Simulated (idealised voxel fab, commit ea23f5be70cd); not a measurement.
The process module that follows is named voxel self aligned contacts.
The width of the displayed cross-section, cut, is 200 nm; its cells are square, with a size of 5 nm.
Think of the cross-section as a grid of square cells. We describe it in bands, top to bottom, and each band covers one or more rows of those cells. Heads up on the band format: heights come first, top then bottom, in nm. After that it's the materials left to right, each with its width in nm. A single material flagged "throughout" fills the whole band edge to edge, and "empty" means there's empty space there. Heights are measured from 0, the level below which the as-received wafer is all one material; the lowest band has no bottom and continues downward, written as in "0 -> down". A two-number width, for instance "30->40", indicates that the width is equal to the first number in the top row of the band and to the second number in the bottom row, and that it changes by a constant amount per row of cells. "no change" (step): cross-section cells unchanged, all of them. In "Closed void inventory" the enclosed voids are listed, meaning empty spaces of 8 cells or larger without any opening to the top. The form is width x height at distance, distance from the left edge, units nm. On each step's line, the part that comes after the settings is the simulator's own comment on the step. When a step includes a mask, the "overlay nm" setting on its line states how far to the right of its planned place that mask lay, and negative values state how far to the left.
**These are the steps we planned for the process**
| 1 | RECEIVE, material Si |
| 2 | OXIDIZE, depth nm 5 |
| 3 | DIRECTIONAL_DEP, material polySi, thk nm 20 |
| 4 | DIRECTIONAL_DEP, material SiN, thk nm 25 |
| 5 | PATTERN, tone cover, mask id GATE, material resist, width nm 30, pitch nm 70, thk nm 20, overlay nm 0 |
| 6 | DIRECTIONAL_ETCH, etch materials SiN, depth nm 25 |
| 7 | DIRECTIONAL_ETCH, etch materials polySi, depth nm 20 |
| 8 | STRIP, etch materials resist |
| 9 | CONFORMAL_DEP, material SiN, thk nm 10 |
| 10 | DIRECTIONAL_ETCH, etch materials SiN, depth nm 10 |
| 11 | FILL_DEP, material SiO2, thk nm 15 |
| 12 | CMP, height nm 50 |
| 13 | MASKED_ETCH, tone open, mask id CONTACT, width nm 50, pitch nm 70, etch materials SiO2, depth nm 55, overlay nm 0 |
| 14 | CONFORMAL_DEP, material TiN, thk nm 5 |
| 15 | FILL_DEP, material W, thk nm 5 |
| 16 | CMP, height nm 50 |
| 17 | CONFORMAL_DEP, material SiCN, thk nm 5 |
**Cross-section of the wafer as it came to us, i.e., already through step 1**
> 0 -> down: Si throughout
> Closed void inventory: none
**Cross-sectional result after module completion. Note: starting condition and plan are unchanged from above; one processing mistake was made**
> 55 -> 50: SiCN throughout
> 50 -> 40: 40 nm SiO2 / 5 nm TiN / 40 nm W / 5 nm TiN / 20 nm SiO2 / 5 nm TiN / 40 nm W / 5 nm TiN / 40 nm SiO2
> 40 -> 35: 40 nm SiO2 / 10 nm TiN / 30 nm W / 10 nm TiN / 20 nm SiO2 / 10 nm TiN / 30 nm W / 10 nm TiN / 40 nm SiO2
> 35 -> 20: 15 nm SiO2 / 30 nm SiN / 5 nm TiN / 30 nm W / 5 nm TiN / 30 nm SiN / 5 nm TiN / 30 nm W / 5 nm TiN / 30 nm SiN / 15 nm SiO2
> 20 -> 0: 15 nm SiO2 / 30 nm polySi / 5 nm TiN / 30 nm W / 5 nm TiN / 30 nm polySi / 5 nm TiN / 30 nm W / 5 nm TiN / 30 nm polySi / 15 nm SiO2
> 0 -> -5: 45 nm SiO2 / 40 nm TiN / 30 nm SiO2 / 40 nm TiN / 45 nm SiO2
> -5 -> down: Si throughout
> Closed void inventory: none
Against the plan, the run slipped here: not run: step 9 of the plan (skipped)
